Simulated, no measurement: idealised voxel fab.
process module | voxel double patterning
cross-section cut | 230 nm wide | cells 5 nm
A cross-section is a grid of square cells, given in bands from the top down. A band is one or more rows of cells.
Each band's line starts with the height of the band's top and of its bottom, in nm. Then come its materials from left to right, each with its width in nm. One material with "throughout" fills the band from edge to edge. "air" is empty space.
Height 0 is the level under which the wafer as received is all one material. The lowest band goes on downwards, as in "0 down".
A width such as "30 to 40" changes by the same amount from each row of cells to the next, from the band's top row to its bottom row.
"no change" after a step means that no cell of the cross-section changed.
closed voids: empty space of 8 cells or more with no open way to the top, each as width x height at its distance from the left edge, in nm
after a step's settings: what the simulator itself notes on the step
overlay nm, on a step with a mask: how far to the right of its planned place the mask lay; to the left if negative
plan
1 op RECEIVE | material Si
2 op CONFORMAL_DEP | material SiO2 | thk nm 5
3 op DIRECTIONAL_DEP | material TiN | thk nm 10
4 op DIRECTIONAL_DEP | material SiCN | thk nm 5
5 op DIRECTIONAL_DEP | material aC | thk nm 15
6 op PATTERN | tone open | mask id FIRST | material resist | width nm 15 | pitch nm 50 | thk nm 30 | overlay nm 0
7 op DIRECTIONAL_ETCH | etch materials aC | depth nm 15
8 op STRIP | etch materials resist
9 op DIRECTIONAL_ETCH | etch materials SiCN | depth nm 5
10 op STRIP | etch materials aC
11 op MASKED_ETCH | tone open | mask id SECOND | width nm 15 | etch materials SiCN | depth nm 5 | overlay nm 0
12 op DIRECTIONAL_ETCH | etch materials TiN | depth nm 10
13 op STRIP | etch materials SiCN
first wafer, as planned
as received, after step 1
  0 down: Si throughout
  closed voids: none
after step 2
  5 to 0: SiO2 throughout
  below 0: unchanged
after step 3
  15 to 5: TiN throughout
  below 5: unchanged
after step 4
  20 to 15: SiCN throughout
  below 15: unchanged
after step 5
  35 to 20: aC throughout
  below 20: unchanged
after step 6
  65 to 35: resist 80 | air 15 | resist 35 | air 15 | resist 85
  below 35: unchanged
after step 7
  50 to 35: resist 80 | air 15 | resist 35 | air 15 | resist 85
  35 to 20: aC 80 | air 15 | aC 35 | air 15 | aC 85
  below 20: unchanged
after step 8
  35 to 20: aC 80 | air 15 | aC 35 | air 15 | aC 85
  below 20: unchanged
after step 9
  35 to 20: aC 80 | air 15 | aC 35 | air 15 | aC 85
  20 to 15: SiCN 80 | air 15 | SiCN 35 | air 15 | SiCN 85
  below 15: unchanged
after step 10
  20 to 15: SiCN 80 | air 15 | SiCN 35 | air 15 | SiCN 85
  below 15: unchanged
after step 11
  20 to 15: SiCN 80 | air 15 | SiCN 10 | air 15 | SiCN 10 | air 15 | SiCN 85
  below 15: unchanged
after step 12
  20 to 15: SiCN 80 | air 15 | SiCN 10 | air 15 | SiCN 10 | air 15 | SiCN 85
  15 to 5: TiN 80 | air 15 | TiN 10 | air 15 | TiN 10 | air 15 | TiN 85
  below 5: unchanged
after step 13
  15 to 5: TiN 80 | air 15 | TiN 10 | air 15 | TiN 10 | air 15 | TiN 85
  below 5: unchanged
second wafer: like start, like plan, one mistake. Through step 3 it matches the first wafer
when step 4 should have ended
  20 to 5: TiN throughout
  below 5: unchanged
when step 5 should have ended
  35 to 20: aC throughout
  below 20: unchanged
when step 6 should have ended
  65 to 35: resist 80 | air 15 | resist 35 | air 15 | resist 85
  below 35: unchanged
when step 7 should have ended
  50 to 35: resist 80 | air 15 | resist 35 | air 15 | resist 85
  35 to 20: aC 80 | air 15 | aC 35 | air 15 | aC 85
  below 20: unchanged
when step 8 should have ended
  35 to 20: aC 80 | air 15 | aC 35 | air 15 | aC 85
  below 20: unchanged
when step 9 should have ended: no change
when step 10 should have ended
  20 to 5: TiN throughout
  below 5: unchanged
when step 11 should have ended: no change
when step 12 should have ended
  10 to 5: TiN throughout
  below 5: unchanged
when step 13 should have ended: no change
what went wrong: step 4 ran as: op DIRECTIONAL_DEP | material TiN | thk nm 5
at the end the second wafer has, in cells: 28 fewer of TiN
